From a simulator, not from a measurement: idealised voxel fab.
Documented hereafter: the process module known as voxel transistor to metal.
cross-section cut | 190 nm wide | cells 5 nm
In what follows, cross-sections appear as grids of square cells, described through bands that run from the top down, where every band is one or more rows of cells. Band: top height; bottom height; in nm. Then, left to right: material with width in nm, for each material. "throughout": a single material spanning edge to edge. "air": empty space. Height reference: 0 = level under which incoming wafer is all one material. Lowest band: no bottom, runs on downward, e.g. "0 and below". Graded width ("30->40"): value in top row of band = first number; value in bottom row = second number; row-to-row change constant. A step reported as "nothing was modified" is a step in which no cell of the cross-section changed. Entry "Cavities, closed" = empty spaces >= 8 cells with no open way to the top; each as width x height at distance, distance from left edge, all nm. The remark found on a step's line after its settings is issued by the simulator itself and pertains to that step. The "overlay nm" setting may appear on a step's line; for a step that uses a mask, it gives how far to the right of its planned position the mask lay, and a negative value indicates the left.

[The process steps that were planned are listed below]
step 1: RECEIVE with material Si
step 2: OXIDIZE with depth nm 5
step 3: CONFORMAL_DEP with material SiN, thk nm 15
step 4: PATTERN with tone cover, mask id ACTIVE, material resist, width nm 115, thk nm 20, overlay nm 0
step 5: DIRECTIONAL_ETCH with etch materials SiN, depth nm 15
step 6: DIRECTIONAL_ETCH with etch materials SiO2, depth nm 5
step 7: DIRECTIONAL_ETCH with etch materials Si, depth nm 30
step 8: STRIP with etch materials resist
step 9: OXIDIZE with depth nm 5
step 10: FILL_DEP with material SiO2, thk nm 15
step 11: CMP with height nm 15
step 12: SELECTIVE_ETCH with etch materials SiO2, depth nm 15
step 13: STRIP with etch materials SiN
step 14: SELECTIVE_ETCH with etch materials SiO2, depth nm 5
step 15: OXIDIZE with depth nm 5
step 16: DIRECTIONAL_DEP with material polySi, thk nm 20
step 17: DIRECTIONAL_DEP with material SiCN, thk nm 15
step 18: DIRECTIONAL_DEP with material aC, thk nm 15
step 19: PATTERN with tone cover, mask id GATE, material resist, width nm 35, thk nm 35, overlay nm 0
step 20: DIRECTIONAL_ETCH with etch materials aC, depth nm 15
step 21: STRIP with etch materials resist
step 22: DIRECTIONAL_ETCH with etch materials SiCN, depth nm 25
step 23: DIRECTIONAL_ETCH with etch materials polySi, depth nm 30
step 24: STRIP with etch materials aC
step 25: CONFORMAL_DEP with material SiN, thk nm 10
step 26: DIRECTIONAL_ETCH with etch materials SiN, depth nm 10
step 27: DIRECTIONAL_ETCH with etch materials SiO2, depth nm 5
step 28: DIRECTIONAL_ETCH with etch materials Si, depth nm 15
step 29: EPI with material SiGe, thk nm 15
step 30: FILL_DEP with material SiO2, thk nm 5
step 31: CMP with height nm 15
step 32: STRIP with etch materials polySi
step 33: SELECTIVE_ETCH with etch materials SiO2, depth nm 5
step 34: CONFORMAL_DEP with material HfO2, thk nm 5
step 35: CONFORMAL_DEP with material TiN, thk nm 5
step 36: FILL_DEP with material W, thk nm 10
step 37: CMP with height nm 10
step 38: DIRECTIONAL_DEP with material SiO2, thk nm 10
step 39: DIRECTIONAL_DEP with material aC, thk nm 15
step 40: PATTERN with tone open, mask id CONTACT, material resist, width nm 15, pitch nm 80, thk nm 30, overlay nm 0
step 41: DIRECTIONAL_ETCH with etch materials aC, depth nm 15
step 42: STRIP with etch materials resist
step 43: DIRECTIONAL_ETCH with etch materials SiO2, depth nm 30
step 44: STRIP with etch materials aC
step 45: CONFORMAL_DEP with material TiN, thk nm 5
step 46: FILL_DEP with material Ru, thk nm 5
step 47: CMP with height nm 20
step 48: CONFORMAL_DEP with material SiCN, thk nm 5
step 49: DIRECTIONAL_DEP with material SiO2, thk nm 25
step 50: MASKED_ETCH with tone open, mask id METAL_1, width nm 15, pitch nm 80, etch materials SiO2, depth nm 25, overlay nm 0
step 51: MASKED_ETCH with tone open, mask id METAL_1, width nm 15, pitch nm 80, etch materials SiCN, depth nm 5, overlay nm 0
step 52: CONFORMAL_DEP with material TiN, thk nm 5
step 53: FILL_DEP with material Cu, thk nm 10
step 54: CMP with height nm 50
step 55: CONFORMAL_DEP with material SiCN, thk nm 5

[Wafer as received: cross-section following step 1]
	0 and below | Si throughout
	Cavities, closed: none

[Cross-section: first of two wafers, module finished, run according to plan]
	55 down to 50 | SiCN throughout
	50 down to 25 | SiO2 45 nm, then TiN 5 nm, then Cu 5 nm, then TiN 5 nm, then SiO2 65 nm, then TiN 5 nm, then Cu 5 nm, then TiN 5 nm, then SiO2 50 nm
	25 down to 20 | SiCN 45 nm, then TiN 15 nm, then SiCN 65 nm, then TiN 15 nm, then SiCN 50 nm
	20 down to 10 | SiO2 45 nm, then TiN 5 nm, then Ru 5 nm, then TiN 5 nm, then SiO2 65 nm, then TiN 5 nm, then Ru 5 nm, then TiN 5 nm, then SiO2 50 nm
	10 down to 5 | SiO2 45 nm, then TiN 15 nm, then SiO2 5 nm, then SiN 10 nm, then HfO2 5 nm, then TiN 5 nm, then W 15 nm, then TiN 5 nm, then HfO2 5 nm, then SiN 10 nm, then SiO2 5 nm, then TiN 15 nm, then SiO2 50 nm
	5 down to 0 | SiO2 45 nm, then TiN 5 nm, then SiGe 15 nm, then SiN 10 nm, then HfO2 5 nm, then TiN 5 nm, then W 15 nm, then TiN 5 nm, then HfO2 5 nm, then SiN 10 nm, then SiGe 15 nm, then TiN 5 nm, then SiO2 50 nm
	0 down to -5 | SiO2 45 nm, then TiN 5 nm, then SiGe 15 nm, then SiN 10 nm, then HfO2 5 nm, then TiN 25 nm, then HfO2 5 nm, then SiN 10 nm, then SiGe 15 nm, then TiN 5 nm, then SiO2 50 nm
	-5 down to -10 | SiO2 45 nm, then TiN 5 nm, then SiGe 15 nm, then SiO2 5 nm, then HfO2 45 nm, then SiO2 5 nm, then SiGe 15 nm, then TiN 5 nm, then SiO2 50 nm
	-10 down to -25 | SiO2 40 nm, then SiGe 25 nm, then Si 55 nm, then SiGe 25 nm, then SiO2 45 nm
	-25 down to -40 | SiO2 40 nm, then Si 105 nm, then SiO2 45 nm
	-40 and below | Si throughout
	Cavities, closed: none

[second wafer at the end: like start, like plan, one mistake]
	55 down to 50 | SiCN throughout
	50 down to 30 | SiO2 45 nm, then TiN 5 nm, then Cu 5 nm, then TiN 5 nm, then SiO2 65 nm, then TiN 5 nm, then Cu 5 nm, then TiN 5 nm, then SiO2 50 nm
	30 down to 25 | SiO2 45 nm, then TiN 15 nm, then SiO2 65 nm, then TiN 15 nm, then SiO2 50 nm
	25 down to 20 | SiO2 throughout
	20 down to 10 | SiO2 45 nm, then TiN 5 nm, then Ru 5 nm, then TiN 5 nm, then SiO2 65 nm, then TiN 5 nm, then Ru 5 nm, then TiN 5 nm, then SiO2 50 nm
	10 down to 5 | SiO2 45 nm, then TiN 15 nm, then SiO2 5 nm, then SiN 10 nm, then HfO2 5 nm, then TiN 5 nm, then W 15 nm, then TiN 5 nm, then HfO2 5 nm, then SiN 10 nm, then SiO2 5 nm, then TiN 15 nm, then SiO2 50 nm
	5 down to 0 | SiO2 45 nm, then TiN 5 nm, then SiGe 15 nm, then SiN 10 nm, then HfO2 5 nm, then TiN 5 nm, then W 15 nm, then TiN 5 nm, then HfO2 5 nm, then SiN 10 nm, then SiGe 15 nm, then TiN 5 nm, then SiO2 50 nm
	0 down to -5 | SiO2 45 nm, then TiN 5 nm, then SiGe 15 nm, then SiN 10 nm, then HfO2 5 nm, then TiN 25 nm, then HfO2 5 nm, then SiN 10 nm, then SiGe 15 nm, then TiN 5 nm, then SiO2 50 nm
	-5 down to -10 | SiO2 45 nm, then TiN 5 nm, then SiGe 15 nm, then SiO2 5 nm, then HfO2 45 nm, then SiO2 5 nm, then SiGe 15 nm, then TiN 5 nm, then SiO2 50 nm
	-10 down to -25 | SiO2 40 nm, then SiGe 25 nm, then Si 55 nm, then SiGe 25 nm, then SiO2 45 nm
	-25 down to -40 | SiO2 40 nm, then Si 105 nm, then SiO2 45 nm
	-40 and below | Si throughout
	Cavities, closed: none
Nonconformance to the process plan: step 48 was not run as planned; what actually ran was CONFORMAL_DEP with material SiO2, thk nm 5
End of process, cell counts, second wafer against first, materials with more or fewer: 2 fewer of Cu; 32 fewer of SiCN; 38 more of SiO2; 4 fewer of TiN
